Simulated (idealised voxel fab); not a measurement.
process module | voxel air gaps
cross-section cut | 175 nm wide | cells 5 nm
A cross-section is a grid of square cells, given in bands from the top down. A band is one or more rows of cells.
Each band's line starts with the height of the band's top and of its bottom, in nm. Then come its materials from left to right, each with its width in nm. One material with "throughout" fills the band from edge to edge. "air" is empty space.
Height 0 is the level under which the wafer as received is all one material. The lowest band goes on downwards, as in "0 down".
A width such as "30 to 40" changes by the same amount from each row of cells to the next, from the band's top row to its bottom row.
"no change" after a step means that no cell of the cross-section changed.
closed voids: empty space of 8 cells or more with no open way to the top, each as width x height at its distance from the left edge, in nm
after a step's settings: what the simulator itself notes on the step
overlay nm, on a step with a mask: how far to the right of its planned place the mask lay; to the left if negative
plan
1 op RECEIVE | material Si
2 op CONFORMAL_DEP | material SiO2 | thk nm 15
3 op CONFORMAL_DEP | material SiCN | thk nm 5
4 op DIRECTIONAL_DEP | material SiO2 | thk nm 30
5 op DIRECTIONAL_DEP | material aC | thk nm 15
6 op PATTERN | tone open | mask id LINES | material resist | width nm 25 | pitch nm 50 | thk nm 35 | overlay nm -10
7 op DIRECTIONAL_ETCH | etch materials aC | depth nm 15
8 op STRIP | etch materials resist
9 op DIRECTIONAL_ETCH | etch materials SiO2 | depth nm 30
10 op STRIP | etch materials aC
11 op CONFORMAL_DEP | material TiN | thk nm 5
12 op FILL_DEP | material Cu | thk nm 10
13 op CMP | height nm 50
14 op EPI | material Ru | thk nm 10
15 op SELECTIVE_ETCH | etch materials SiO2 | depth nm 40
16 op CONFORMAL_DEP | material SiCN | thk nm 5
varied across the wafers: overlay nm of step 6. The plan shows the first wafer's value. All wafers start alike
first wafer as received, after step 1
  0 down: Si throughout
  closed voids: none
first wafer at the end, after step 16
  65 to 60: SiCN 155 | air 20
  60 to 50: SiCN 5 | Ru 45 | SiCN 5 | Ru 45 | SiCN 5 | Ru 45 | SiCN 5 | air 20
  50 to 45: SiCN 15 | TiN 5 | Cu 15 | TiN 5 | SiCN 25 | TiN 5 | Cu 15 | TiN 5 | SiCN 25 | TiN 5 | Cu 15 | TiN 5 | SiCN 15 | air 20
  45 to 25: air 10 | SiCN 5 | TiN 5 | Cu 15 | TiN 5 | SiCN 5 | air 15 | SiCN 5 | TiN 5 | Cu 15 | TiN 5 | SiCN 5 | air 15 | SiCN 5 | TiN 5 | Cu 15 | TiN 5 | SiCN 5 | air 30
  25 to 20: SiCN 15 | TiN 25 | SiCN 25 | TiN 25 | SiCN 25 | TiN 25 | SiCN 35
  20 to 15: SiCN throughout
  15 to 0: SiO2 throughout
  0 down: Si throughout
  closed voids: 10 x 20 at 0; 15 x 20 at 45; 15 x 20 at 95
last wafer at the end
  65 to 60: air 20 | SiCN 155
  60 to 50: air 20 | SiCN 5 | Ru 45 | SiCN 5 | Ru 45 | SiCN 5 | Ru 45 | SiCN 5
  50 to 45: air 20 | SiCN 15 | TiN 5 | Cu 15 | TiN 5 | SiCN 25 | TiN 5 | Cu 15 | TiN 5 | SiCN 25 | TiN 5 | Cu 15 | TiN 5 | SiCN 15
  45 to 25: air 30 | SiCN 5 | TiN 5 | Cu 15 | TiN 5 | SiCN 5 | air 15 | SiCN 5 | TiN 5 | Cu 15 | TiN 5 | SiCN 5 | air 15 | SiCN 5 | TiN 5 | Cu 15 | TiN 5 | SiCN 5 | air 10
  25 to 20: SiCN 35 | TiN 25 | SiCN 25 | TiN 25 | SiCN 25 | TiN 25 | SiCN 15
  20 to 15: SiCN throughout
  15 to 0: SiO2 throughout
  0 down: Si throughout
  closed voids: 15 x 20 at 65; 15 x 20 at 115; 10 x 20 at 165
each wafer at the end: cells of each material gained (+) or lost (-) since it was received, then its closed voids
overlay nm -10 | +45 Cu | +54 Ru | +134 SiCN | +105 SiO2 | +45 TiN | closed voids: 10 x 20 at 0; 15 x 20 at 45; 15 x 20 at 95
overlay nm -5 | +45 Cu | +54 Ru | +134 SiCN | +105 SiO2 | +45 TiN | closed voids: 15 x 20 at 50; 15 x 20 at 100
overlay nm 0 | +45 Cu | +54 Ru | +134 SiCN | +105 SiO2 | +45 TiN | closed voids: 15 x 20 at 55; 15 x 20 at 105
overlay nm 5 | +45 Cu | +54 Ru | +134 SiCN | +105 SiO2 | +45 TiN | closed voids: 15 x 20 at 60; 15 x 20 at 110
overlay nm 10 | +45 Cu | +54 Ru | +134 SiCN | +105 SiO2 | +45 TiN | closed voids: 15 x 20 at 65; 15 x 20 at 115; 10 x 20 at 165
